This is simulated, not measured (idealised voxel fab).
Herein follows the process module entitled voxel released beams.
Cross-sectional view cut (width: 210 nm; square cell size: 5 nm).
Each cross-section below is a grid of square cells, stated as bands in top-down order, with one or more rows of cells making up each band. Within each band entry, the heights of the top and of the bottom of the band appear first, in that order and in nm; the materials of the band then follow from left to right, each with its corresponding width in nm. The designation "all across" on a single material indicates that it fills the band from edge to edge; the designation "air" indicates empty space. Zero point of the height axis is 0; under it, received wafer = one material. Lowest band: continues down indefinitely, "0 -> down". A width given as "30->40" starts at the first number in the band's top row and ends at the second number in its bottom row, shifting by an equal amount at every step from row to row. It should be understood that the words "no alterations made", when stated for a given step, signify that the cross-section underwent no change in any of its cells during that step. "Closed void inventory" specifies each empty space that is not open to the top and that occupies no fewer than 8 cells, using the form width x height at distance, the distance measured from the left edge and all three quantities in nm. Read whatever lies past the settings on a step's line as the simulator's own remark about the step. overlay nm: mask right of planned place by this much (step with mask). Neg. = left.

PLANNED PROCESS STEPS
1,RECEIVE (material Si)
2,CONFORMAL_DEP (material Al2O3; thk nm 5)
3,DIRECTIONAL_DEP (material SiO2; thk nm 20)
4,DIRECTIONAL_DEP (material aC; thk nm 10)
5,PATTERN (tone open; mask id ANCHOR; material resist; width nm 35; thk nm 25; overlay nm 0)
6,DIRECTIONAL_ETCH (etch materials aC; depth nm 10)
7,STRIP (etch materials resist)
8,DIRECTIONAL_ETCH (etch materials SiO2; depth nm 20)
9,STRIP (etch materials aC)
10,CONFORMAL_DEP (material W; thk nm 10)
11,MASKED_ETCH (tone cover; mask id BEAM; width nm 80; etch materials W; depth nm 10; overlay nm -15)
12,STRIP (etch materials SiO2)
For this document, wafers share an identical start and vary in the step 11 overlay nm; the plan quotes the first wafer's value.

STEP 1 COMPLETE: AS-RECEIVED CROSS-SECTION OF THE FIRST OF SEVERAL WAFERS
- 0 -> down | Si all across
- Closed void inventory: none

QUICK KEY FOR THE TABLE: A ROW PER WAFER, TAKEN AT THE END OF THE MODULE. FOR EACH MATERIAL IT TELLS YOU HOW MANY CELLS THE WAFER GAINED (+) OR LOST (-) SINCE IT CAME IN, AND THE CLOSED VOIDS COME AFTER
overlay nm -15 | +42 Al2O3 | +48 W | Closed void inventory: none
overlay nm -10 | +42 Al2O3 | +48 W | Closed void inventory: none
overlay nm -5 | +42 Al2O3 | +48 W | Closed void inventory: none
overlay nm 0 | +42 Al2O3 | +48 W | Closed void inventory: none
overlay nm 5 | +42 Al2O3 | +48 W | Closed void inventory: none
overlay nm 10 | +42 Al2O3 | +48 W | Closed void inventory: none
overlay nm 15 | +42 Al2O3 | +48 W | Closed void inventory: none
